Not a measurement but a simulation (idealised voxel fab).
Presented below is a process module, voxel capacitor over wiring.
Shown is cross-section cut, with a width of 165 nm and square cells of size 5 nm.
A cross-section in this document is a grid of square cells, and it is written down as bands, the top band listed before the ones below it; a band is made up of one or more rows of cells. What a band's entry tells you: where the top is and where the bottom is, as heights in nm, and after that what lies inside, material by material from left to right, each with its width in nm. Empty space is written as the word "empty", and a single material marked with the word "full width" occupies the band from edge to edge. All heights in this document are referenced to 0, defined as the level beneath which the wafer, as received, consists entirely of one material. The lowest band is not bounded below; it extends indefinitely downward and is written in the form "0 down". So if you see something like "30->40" for the width, read it as the top row of the band sitting at the first number and the bottom row at the second, with every row in between moving by the same amount as the last. "same as before" after a step means that no cell of the cross-section changed. "Voids, fully enclosed" contains a list of empty spaces, each no smaller than 8 cells and without an open way to the top, written in the form width x height at distance with the distance from the left edge and all three in nm. Text after the settings on a step's line: the simulator's own remark on that step. For masked steps, "overlay nm" on the step line gives how far right of plan the mask actually lay; a minus sign means it lay to the left.
# Steps planned for the process
1) RECEIVE: material Si
2) CONFORMAL_DEP: material SiO2, thk nm 15
3) DIRECTIONAL_DEP: material TiN, thk nm 5
4) DIRECTIONAL_DEP: material W, thk nm 15
5) DIRECTIONAL_DEP: material aC, thk nm 10
6) PATTERN: tone cover, mask id METAL_1, material resist, width nm 30, pitch nm 80, thk nm 25, overlay nm 0
7) DIRECTIONAL_ETCH: etch materials aC, depth nm 10
8) STRIP: etch materials resist
9) DIRECTIONAL_ETCH: etch materials W, depth nm 15
10) DIRECTIONAL_ETCH: etch materials TiN, depth nm 5
11) STRIP: etch materials aC
12) CONFORMAL_DEP: material SiCN, thk nm 5
13) FILL_DEP: material lowk, thk nm 5
14) CMP: height nm 35
15) CONFORMAL_DEP: material SiCN, thk nm 5
16) DIRECTIONAL_DEP: material SiO2, thk nm 15
17) MASKED_ETCH: tone open, mask id PLUG_1, width nm 15, etch materials SiO2, depth nm 15, overlay nm 0
18) MASKED_ETCH: tone open, mask id PLUG_1, width nm 15, etch materials SiCN, depth nm 5, overlay nm -15
19) EPI: material Ru, thk nm 10
20) EPI: material Ru, thk nm 10
21) DIRECTIONAL_DEP: material TiN, thk nm 10
22) DIRECTIONAL_DEP: material SiN, thk nm 5
23) DIRECTIONAL_DEP: material TiN, thk nm 5
24) PATTERN: tone cover, mask id UPPER_PLATE, material resist, width nm 55, thk nm 15, overlay nm 0
25) DIRECTIONAL_ETCH: etch materials TiN, depth nm 5
26) DIRECTIONAL_ETCH: etch materials SiN, depth nm 5
27) STRIP: etch materials resist
28) MASKED_ETCH: tone cover, mask id LOWER_PLATE, width nm 65, etch materials TiN, depth nm 10, overlay nm 0
29) FILL_DEP: material SiO2, thk nm 15
30) CMP: height nm 85
31) MASKED_ETCH: tone open, mask id PLUG_2, width nm 15, etch materials SiO2, depth nm 10, overlay nm 0
32) CONFORMAL_DEP: material TiN, thk nm 5
33) FILL_DEP: material Cu, thk nm 5
34) CMP: height nm 85
35) CONFORMAL_DEP: material SiN, thk nm 5
Variable across wafers: step 18 overlay nm (plan value is that of the first wafer; starting state common to all).
# Cross-section of the first of several wafers as received (after step 1)
0 down = Si full width
Voids, fully enclosed: none
# Per wafer, end of module: cells gained (+) or lost (-) per material since receipt, then closed voids
overlay nm -15 | +1 Cu | +66 SiCN | +44 SiN | +342 SiO2 | +54 TiN | +36 W | +51 lowk | Voids, fully enclosed: none
overlay nm -10 | +1 Cu | +10 Ru | +65 SiCN | +44 SiN | +333 SiO2 | +54 TiN | +36 W | +51 lowk | Voids, fully enclosed: none
overlay nm -5 | +1 Cu | +11 Ru | +64 SiCN | +44 SiN | +333 SiO2 | +54 TiN | +36 W | +51 lowk | Voids, fully enclosed: none
overlay nm 0 | +1 Cu | +12 Ru | +63 SiCN | +44 SiN | +333 SiO2 | +54 TiN | +36 W | +51 lowk | Voids, fully enclosed: none
overlay nm 5 | +1 Cu | +11 Ru | +64 SiCN | +44 SiN | +333 SiO2 | +54 TiN | +36 W | +51 lowk | Voids, fully enclosed: none
overlay nm 10 | +1 Cu | +10 Ru | +65 SiCN | +44 SiN | +333 SiO2 | +54 TiN | +36 W | +51 lowk | Voids, fully enclosed: none
overlay nm 15 | +1 Cu | +66 SiCN | +44 SiN | +342 SiO2 | +54 TiN | +36 W | +51 lowk | Voids, fully enclosed: none
